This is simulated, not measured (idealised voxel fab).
process module | voxel capacitor over wiring
cross-section cut | 290 nm wide | cells 5 nm
A cross-section is a grid of square cells, given in bands from the top down. A band is one or more rows of cells.
Each band's line starts with the height of the band's top and of its bottom, in nm. Then come its materials from left to right, each with its width in nm. One material with "throughout" fills the band from edge to edge. "air" is empty space.
Height 0 is the level under which the wafer as received is all one material. The lowest band goes on downwards, as in "0 down".
A width such as "30 to 40" changes by the same amount from each row of cells to the next, from the band's top row to its bottom row.
"no change" after a step means that no cell of the cross-section changed.
closed voids: empty space of 8 cells or more with no open way to the top, each as width x height at its distance from the left edge, in nm
after a step's settings: what the simulator itself notes on the step
overlay nm, on a step with a mask: how far to the right of its planned place the mask lay; to the left if negative
plan
1 op RECEIVE | material Si
2 op CONFORMAL_DEP | material SiO2 | thk nm 10
3 op DIRECTIONAL_DEP | material TiN | thk nm 5
4 op DIRECTIONAL_DEP | material Ru | thk nm 25
5 op PATTERN | tone cover | mask id METAL_1 | material resist | width nm 25 | pitch nm 95 | thk nm 15 | overlay nm 0
6 op DIRECTIONAL_ETCH | etch materials Ru | depth nm 25
7 op DIRECTIONAL_ETCH | etch materials TiN | depth nm 5
8 op STRIP | etch materials resist
9 op CONFORMAL_DEP | material SiCN | thk nm 5
10 op FILL_DEP | material SiO2 | thk nm 10
11 op CMP | height nm 40
12 op CONFORMAL_DEP | material SiCN | thk nm 5
13 op DIRECTIONAL_DEP | material SiO2 | thk nm 15
14 op MASKED_ETCH | tone open | mask id PLUG_1 | width nm 15 | etch materials SiO2 | depth nm 15 | overlay nm 0
15 op MASKED_ETCH | tone open | mask id PLUG_1 | width nm 15 | etch materials SiCN | depth nm 5 | overlay nm -15
16 op CONFORMAL_DEP | material TiN | thk nm 5
17 op FILL_DEP | material W | thk nm 5
18 op CMP | height nm 60
19 op DIRECTIONAL_DEP | material TiN | thk nm 5
20 op DIRECTIONAL_DEP | material SiN | thk nm 5
21 op DIRECTIONAL_DEP | material TiN | thk nm 5
22 op DIRECTIONAL_DEP | material aC | thk nm 10
23 op PATTERN | tone cover | mask id UPPER_PLATE | material resist | width nm 75 | thk nm 25 | overlay nm 0
24 op DIRECTIONAL_ETCH | etch materials aC | depth nm 10
25 op STRIP | etch materials resist
26 op DIRECTIONAL_ETCH | etch materials TiN | depth nm 5
27 op DIRECTIONAL_ETCH | etch materials SiN | depth nm 5
28 op STRIP | etch materials aC
29 op MASKED_ETCH | tone cover | mask id LOWER_PLATE | width nm 85 | etch materials TiN | depth nm 5 | overlay nm 0
30 op FILL_DEP | material SiO2 | thk nm 15
31 op CMP | height nm 85
32 op DIRECTIONAL_DEP | material aC | thk nm 15
33 op PATTERN | tone open | mask id PLUG_2 | material resist | width nm 15 | thk nm 30 | overlay nm 0
34 op DIRECTIONAL_ETCH | etch materials aC | depth nm 15
35 op STRIP | etch materials resist
36 op DIRECTIONAL_ETCH | etch materials SiO2 | depth nm 10
37 op STRIP | etch materials aC
38 op CONFORMAL_DEP | material TiN | thk nm 5
39 op FILL_DEP | material W | thk nm 5
40 op CMP | height nm 85
41 op CONFORMAL_DEP | material SiN | thk nm 5
varied across the wafers: overlay nm of step 15. The plan shows the first wafer's value. All wafers start alike
first wafer as received, after step 1
  0 down: Si throughout
  closed voids: none
first wafer at the end, after step 41
  90 to 85: SiN throughout
  85 to 80: SiO2 105 | TiN 5 | W 5 | TiN 5 | SiO2 170
  80 to 70: SiO2 105 to 95 | TiN 15 to 75 | SiO2 170 to 120
  70 to 65: SiO2 95 | SiN 75 | SiO2 120
  65 to 60: SiO2 90 | TiN 85 | SiO2 115
  60 to 50: SiO2 95 | TiN 5 | W 5 | TiN 5 | SiO2 180
  50 to 45: SiO2 95 | TiN 15 | SiO2 180
  45 to 40: SiCN throughout
  40 to 15: SiO2 80 | SiCN 5 | Ru 25 | SiCN 5 | SiO2 60 | SiCN 5 | Ru 25 | SiCN 5 | SiO2 80
  15 to 10: SiCN 85 | TiN 25 | SiCN 70 | TiN 25 | SiCN 85
  10 to 0: SiO2 throughout
  0 down: Si throughout
  closed voids: none
last wafer at the end
  90 to 85: SiN throughout
  85 to 80: SiO2 105 | TiN 5 | W 5 | TiN 5 | SiO2 170
  80 to 70: SiO2 105 to 95 | TiN 15 to 75 | SiO2 170 to 120
  70 to 65: SiO2 95 | SiN 75 | SiO2 120
  65 to 60: SiO2 90 | TiN 85 | SiO2 115
  60 to 50: SiO2 95 | TiN 5 | W 5 | TiN 5 | SiO2 180
  50 to 45: SiO2 95 | TiN 15 | SiO2 180
  45 to 40: SiCN throughout
  40 to 15: SiO2 80 | SiCN 5 | Ru 25 | SiCN 5 | SiO2 60 | SiCN 5 | Ru 25 | SiCN 5 | SiO2 80
  15 to 10: SiCN 85 | TiN 25 | SiCN 70 | TiN 25 | SiCN 85
  10 to 0: SiO2 throughout
  0 down: Si throughout
  closed voids: none
each wafer at the end: cells of each material gained (+) or lost (-) since it was received, then its closed voids
overlay nm -15 | +50 Ru | +126 SiCN | +73 SiN | +738 SiO2 | +54 TiN | +3 W | closed voids: none
overlay nm -10 | +50 Ru | +125 SiCN | +73 SiN | +738 SiO2 | +55 TiN | +3 W | closed voids: none
overlay nm -5 | +50 Ru | +124 SiCN | +73 SiN | +738 SiO2 | +56 TiN | +3 W | closed voids: none
overlay nm 0 | +50 Ru | +123 SiCN | +73 SiN | +738 SiO2 | +56 TiN | +4 W | closed voids: none
overlay nm 5 | +50 Ru | +124 SiCN | +73 SiN | +738 SiO2 | +56 TiN | +3 W | closed voids: none
overlay nm 10 | +50 Ru | +125 SiCN | +73 SiN | +738 SiO2 | +55 TiN | +3 W | closed voids: none
overlay nm 15 | +50 Ru | +126 SiCN | +73 SiN | +738 SiO2 | +54 TiN | +3 W | closed voids: none
